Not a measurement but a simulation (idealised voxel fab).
The process module that follows is named voxel capacitor over wiring.
In the cross-section labelled cut, the width is 255 nm and each square cell is 5 nm.
Cross-section = grid of square cells, listed top down in bands; band = one or more rows. Heights first: top, then bottom, in nm. Then materials, left to right, each with a width in nm. "edge to edge" on a single material: fills the band edge to edge. "air": empty space. Note: height 0 marks the level under which the wafer is uniformly one material as received. Lowest band unbounded below, written "from 0 down". The expression "30->40" gives the width at the extremes of the band, the first number at its top row of cells and the second at its bottom row, with the width changing by equal amounts from each row to the next in between. You'll sometimes find "everything unchanged" written for a step, and that's the way of saying that nowhere in the cross-section did a cell change during that step. Closed empty spaces (no open way to the top) of 8 cells or more are what "Enclosed cavity list" lists, each as width x height at distance from the left edge, nm for all three. Anything after a step's settings on that line? It's the simulator's own note about the step. overlay nm, on a step with a mask: how far to the right of its planned place the mask lay; to the left if negative.

### The steps planned for the process are as follows
step 1: RECEIVE, material Si
step 2: CONFORMAL_DEP, material SiO2, thk nm 15
step 3: CONFORMAL_DEP, material SiN, thk nm 5
step 4: DIRECTIONAL_DEP, material lowk, thk nm 15
step 5: PATTERN, tone open, mask id METAL_1, material resist, width nm 30, pitch nm 90, thk nm 15, overlay nm 0
step 6: DIRECTIONAL_ETCH, etch materials lowk, depth nm 15
step 7: DIRECTIONAL_ETCH, etch materials SiN, depth nm 5
step 8: STRIP, etch materials resist
step 9: CONFORMAL_DEP, material TiN, thk nm 5
step 10: FILL_DEP, material Ru, thk nm 10
step 11: CMP, height nm 35
step 12: CONFORMAL_DEP, material SiCN, thk nm 5
step 13: DIRECTIONAL_DEP, material lowk, thk nm 10
step 14: MASKED_ETCH, tone open, mask id PLUG_1, width nm 15, etch materials lowk, depth nm 10, overlay nm 0
step 15: MASKED_ETCH, tone open, mask id PLUG_1, width nm 15, etch materials SiCN, depth nm 5, overlay nm 0
step 16: CONFORMAL_DEP, material TiN, thk nm 5
step 17: FILL_DEP, material Ru, thk nm 5
step 18: CMP, height nm 50
step 19: DIRECTIONAL_DEP, material TiN, thk nm 5
step 20: DIRECTIONAL_DEP, material HfO2, thk nm 5
step 21: DIRECTIONAL_DEP, material TiN, thk nm 5
step 22: PATTERN, tone cover, mask id UPPER_PLATE, material resist, width nm 65, thk nm 15, overlay nm 0
step 23: DIRECTIONAL_ETCH, etch materials TiN, depth nm 5
step 24: DIRECTIONAL_ETCH, etch materials HfO2, depth nm 5
step 25: STRIP, etch materials resist
step 26: MASKED_ETCH, tone cover, mask id LOWER_PLATE, width nm 75, etch materials TiN, depth nm 5, overlay nm 0
step 27: FILL_DEP, material SiO2, thk nm 15
step 28: CMP, height nm 75
step 29: PATTERN, tone open, mask id PLUG_2, material resist, width nm 15, thk nm 15, overlay nm 0
step 30: DIRECTIONAL_ETCH, etch materials SiO2, depth nm 10
step 31: STRIP, etch materials resist
step 32: CONFORMAL_DEP, material TiN, thk nm 5
step 33: FILL_DEP, material Cu, thk nm 5
step 34: CMP, height nm 75
step 35: CONFORMAL_DEP, material SiCN, thk nm 5

### Cross-section of the wafer at receipt, which is the condition after step 1
- from 0 down | Si edge to edge
- Enclosed cavity list: none

### First of two wafers, end-of-module section, run followed plan
- from 80 to 75 | SiCN edge to edge
- from 75 to 70 | SiO2: 90  TiN: 5  Cu: 5  TiN: 5  SiO2: 150
- from 70 to 60 | SiO2: 90->80  TiN: 15->65  SiO2: 150->110
- from 60 to 55 | SiO2: 80  HfO2: 65  SiO2: 110
- from 55 to 50 | SiO2: 75  TiN: 75  SiO2: 105
- from 50 to 40 | lowk: 80  TiN: 5  Ru: 5  TiN: 5  lowk: 160
- from 40 to 35 | SiCN: 80  TiN: 15  SiCN: 160
- from 35 to 20 | lowk: 65  TiN: 5  Ru: 20  TiN: 5  lowk: 60  TiN: 5  Ru: 20  TiN: 5  lowk: 70
- from 20 to 15 | SiN: 65  TiN: 30  SiN: 60  TiN: 30  SiN: 70
- from 15 to 0 | SiO2 edge to edge
- from 0 down | Si edge to edge
- Enclosed cavity list: none

### Cross-sectional view: second of two wafers, end of module; start and plan identical to the first, one mistake in running
- from 80 to 75 | SiCN edge to edge
- from 75 to 70 | SiO2: 90  TiN: 5  Cu: 5  TiN: 5  SiO2: 150
- from 70 to 60 | SiO2: 90->80  TiN: 15->65  SiO2: 150->110
- from 60 to 55 | SiO2: 80  HfO2: 65  SiO2: 110
- from 55 to 50 | SiO2: 75  TiN: 75  SiO2: 105
- from 50 to 45 | lowk: 70  TiN: 5  Ru: 5  TiN: 5  lowk: 170
- from 45 to 40 | lowk: 70  TiN: 15  lowk: 170
- from 40 to 35 | SiCN: 80  TiN: 5  SiCN: 170
- from 35 to 20 | lowk: 65  TiN: 5  Ru: 20  TiN: 5  lowk: 60  TiN: 5  Ru: 20  TiN: 5  lowk: 70
- from 20 to 15 | SiN: 65  TiN: 30  SiN: 60  TiN: 30  SiN: 70
- from 15 to 0 | SiO2 edge to edge
- from 0 down | Si edge to edge
- Enclosed cavity list: none
So what did we get wrong on this run? in deviation from the planned setting, step 14 was conducted as MASKED_ETCH, tone open, mask id PLUG_1, width nm 15, etch materials lowk, depth nm 10, overlay nm -10
at the end the second wafer has, in cells: 1 fewer of Ru; 2 more of SiCN; 1 fewer of TiN
